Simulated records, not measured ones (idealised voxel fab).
process module | voxel air gaps
cross-section cut | 155 nm wide | cells 5 nm
A cross-section is a grid of square cells, given in bands from the top down. A band is one or more rows of cells.
Each band's line starts with the height of the band's top and of its bottom, in nm. Then come its materials from left to right, each with its width in nm. One material with "throughout" fills the band from edge to edge. "air" is empty space.
Height 0 is the level under which the wafer as received is all one material. The lowest band goes on downwards, as in "0 down".
A width such as "30 to 40" changes by the same amount from each row of cells to the next, from the band's top row to its bottom row.
"no change" after a step means that no cell of the cross-section changed.
closed voids: empty space of 8 cells or more with no open way to the top, each as width x height at its distance from the left edge, in nm
after a step's settings: what the simulator itself notes on the step
overlay nm, on a step with a mask: how far to the right of its planned place the mask lay; to the left if negative
plan
1 op RECEIVE | material Si
2 op CONFORMAL_DEP | material SiO2 | thk nm 15
3 op CONFORMAL_DEP | material SiN | thk nm 5
4 op DIRECTIONAL_DEP | material lowk | thk nm 35
5 op DIRECTIONAL_DEP | material aC | thk nm 10
6 op PATTERN | tone open | mask id LINES | material resist | width nm 15 | pitch nm 40 | thk nm 30 | overlay nm 0
7 op DIRECTIONAL_ETCH | etch materials aC | depth nm 10
8 op STRIP | etch materials resist
9 op DIRECTIONAL_ETCH | etch materials lowk | depth nm 35
10 op STRIP | etch materials aC
11 op CONFORMAL_DEP | material TiN | thk nm 5
12 op FILL_DEP | material Ru | thk nm 5
13 op CMP | height nm 55
14 op EPI | material Ru | thk nm 10
15 op SELECTIVE_ETCH | etch materials lowk | depth nm 45
16 op CONFORMAL_DEP | material SiN | thk nm 5
as received, after step 1
  0 down: Si throughout
  closed voids: none
a wafer at the end: this start, this plan, one mistake
  70 to 65: air 15 | SiN 125 | air 15
  65 to 55: air 15 | SiN 5 | Ru 35 | SiN 5 | Ru 35 | SiN 5 | Ru 35 | SiN 5 | air 15
  55 to 50: air 15 | SiN 15 | TiN 5 | Ru 5 | TiN 5 | SiN 25 | TiN 5 | Ru 5 | TiN 5 | SiN 25 | TiN 5 | Ru 5 | TiN 5 | SiN 15 | air 15
  50 to 40: air 25 | SiN 5 | TiN 5 | Ru 5 | TiN 5 | SiN 5 | air 15 | SiN 5 | TiN 5 | Ru 5 | TiN 5 | SiN 5 | air 15 | SiN 5 | TiN 5 | Ru 5 | TiN 5 | SiN 5 | air 25
  40 to 35: SiN 30 | TiN 15 | SiN 25 | TiN 15 | SiN 25 | TiN 15 | SiN 30
  35 to 30: SiN throughout
  30 to 0: SiO2 throughout
  0 down: Si throughout
  closed voids: none
what went wrong: step 2 was run twice
